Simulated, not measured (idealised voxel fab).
process module | voxel air gaps
cross-section cut | 185 nm wide | cells 5 nm
A cross-section is a grid of square cells, given in bands from the top down. A band is one or more rows of cells.
Each band's line starts with the height of the band's top and of its bottom, in nm. Then come its materials from left to right, each with its width in nm. One material with "throughout" fills the band from edge to edge. "air" is empty space.
Height 0 is the level under which the wafer as received is all one material. The lowest band goes on downwards, as in "0 down".
A width such as "30 to 40" changes by the same amount from each row of cells to the next, from the band's top row to its bottom row.
"no change" after a step means that no cell of the cross-section changed.
closed voids: empty space of 8 cells or more with no open way to the top, each as width x height at its distance from the left edge, in nm
after a step's settings: what the simulator itself notes on the step
overlay nm, on a step with a mask: how far to the right of its planned place the mask lay; to the left if negative
plan
1 op RECEIVE | material Si
2 op CONFORMAL_DEP | material SiO2 | thk nm 15
3 op CONFORMAL_DEP | material SiCN | thk nm 5
4 op DIRECTIONAL_DEP | material lowk | thk nm 40
5 op DIRECTIONAL_DEP | material aC | thk nm 10
6 op PATTERN | tone open | mask id LINES | material resist | width nm 20 | pitch nm 45 | thk nm 30 | overlay nm 0
7 op DIRECTIONAL_ETCH | etch materials aC | depth nm 10
8 op STRIP | etch materials resist
9 op DIRECTIONAL_ETCH | etch materials lowk | depth nm 40
10 op STRIP | etch materials aC
11 op CONFORMAL_DEP | material TiN | thk nm 5
12 op FILL_DEP | material Cu | thk nm 10
13 op CMP | height nm 60
14 op EPI | material Ru | thk nm 10
15 op SELECTIVE_ETCH | etch materials lowk | depth nm 50
16 op CONFORMAL_DEP | material SiCN | thk nm 5
first wafer, as planned
as received, after step 1
  0 down: Si throughout
  closed voids: none
after step 2
  15 to 0: SiO2 throughout
  below 0: unchanged
after step 3
  20 to 15: SiCN throughout
  below 15: unchanged
after step 4
  60 to 20: lowk throughout
  below 20: unchanged
after step 5
  70 to 60: aC throughout
  below 60: unchanged
after step 6
  100 to 70: resist 35 | air 20 | resist 25 | air 20 | resist 25 | air 20 | resist 40
  below 70: unchanged
after step 7
  90 to 70: resist 35 | air 20 | resist 25 | air 20 | resist 25 | air 20 | resist 40
  70 to 60: aC 35 | air 20 | aC 25 | air 20 | aC 25 | air 20 | aC 40
  below 60: unchanged
after step 8
  70 to 60: aC 35 | air 20 | aC 25 | air 20 | aC 25 | air 20 | aC 40
  below 60: unchanged
after step 9
  70 to 60: aC 35 | air 20 | aC 25 | air 20 | aC 25 | air 20 | aC 40
  60 to 20: lowk 35 | air 20 | lowk 25 | air 20 | lowk 25 | air 20 | lowk 40
  below 20: unchanged
after step 10
  60 to 20: lowk 35 | air 20 | lowk 25 | air 20 | lowk 25 | air 20 | lowk 40
  below 20: unchanged
after step 11
  65 to 60: TiN 40 | air 10 | TiN 35 | air 10 | TiN 35 | air 10 | TiN 45
  60 to 25: lowk 35 | TiN 5 | air 10 | TiN 5 | lowk 25 | TiN 5 | air 10 | TiN 5 | lowk 25 | TiN 5 | air 10 | TiN 5 | lowk 40
  25 to 20: lowk 35 | TiN 20 | lowk 25 | TiN 20 | lowk 25 | TiN 20 | lowk 40
  below 20: unchanged
after step 12
  75 to 65: Cu throughout
  65 to 60: TiN 40 | Cu 10 | TiN 35 | Cu 10 | TiN 35 | Cu 10 | TiN 45
  60 to 25: lowk 35 | TiN 5 | Cu 10 | TiN 5 | lowk 25 | TiN 5 | Cu 10 | TiN 5 | lowk 25 | TiN 5 | Cu 10 | TiN 5 | lowk 40
  below 25: unchanged
after step 13
  60 to 25: lowk 35 | TiN 5 | Cu 10 | TiN 5 | lowk 25 | TiN 5 | Cu 10 | TiN 5 | lowk 25 | TiN 5 | Cu 10 | TiN 5 | lowk 40
  below 25: unchanged
after step 14
  70 to 60: air 25 | Ru 40 | air 5 | Ru 40 | air 5 | Ru 40 | air 30
  below 60: unchanged
after step 15
  70 to 60: air 25 | Ru 40 | air 5 | Ru 40 | air 5 | Ru 40 | air 30
  60 to 25: air 35 | TiN 5 | Cu 10 | TiN 5 | air 25 | TiN 5 | Cu 10 | TiN 5 | air 25 | TiN 5 | Cu 10 | TiN 5 | air 40
  25 to 20: air 35 | TiN 20 | air 25 | TiN 20 | air 25 | TiN 20 | air 40
  below 20: unchanged
after step 16
  75 to 70: air 20 | SiCN 140 | air 25
  70 to 60: air 20 | SiCN 5 | Ru 40 | SiCN 5 | Ru 40 | SiCN 5 | Ru 40 | SiCN 5 | air 25
  60 to 55: air 20 | SiCN 15 | TiN 5 | Cu 10 | TiN 5 | SiCN 25 | TiN 5 | Cu 10 | TiN 5 | SiCN 25 | TiN 5 | Cu 10 | TiN 5 | SiCN 15 | air 25
  55 to 25: air 30 | SiCN 5 | TiN 5 | Cu 10 | TiN 5 | SiCN 5 | air 15 | SiCN 5 | TiN 5 | Cu 10 | TiN 5 | SiCN 5 | air 15 | SiCN 5 | TiN 5 | Cu 10 | TiN 5 | SiCN 5 | air 35
  25 to 20: SiCN 35 | TiN 20 | SiCN 25 | TiN 20 | SiCN 25 | TiN 20 | SiCN 40
  below 20: unchanged
  closed voids: 15 x 30 at 60; 15 x 30 at 105
second wafer: like start, like plan, one mistake. Through step 15 it matches the first wafer
when step 16 should have ended
  75 to 70: air 20 | aC 140 | air 25
  70 to 60: air 20 | aC 5 | Ru 40 | aC 5 | Ru 40 | aC 5 | Ru 40 | aC 5 | air 25
  60 to 55: air 20 | aC 15 | TiN 5 | Cu 10 | TiN 5 | aC 25 | TiN 5 | Cu 10 | TiN 5 | aC 25 | TiN 5 | Cu 10 | TiN 5 | aC 15 | air 25
  55 to 25: air 30 | aC 5 | TiN 5 | Cu 10 | TiN 5 | aC 5 | air 15 | aC 5 | TiN 5 | Cu 10 | TiN 5 | aC 5 | air 15 | aC 5 | TiN 5 | Cu 10 | TiN 5 | aC 5 | air 35
  25 to 20: aC 35 | TiN 20 | aC 25 | TiN 20 | aC 25 | TiN 20 | aC 40
  below 20: unchanged
  closed voids: 15 x 30 at 60; 15 x 30 at 105
what went wrong: step 16 ran as: op CONFORMAL_DEP | material aC | thk nm 5
at the end the second wafer has, in cells: 113 fewer of SiCN | 113 more of aC
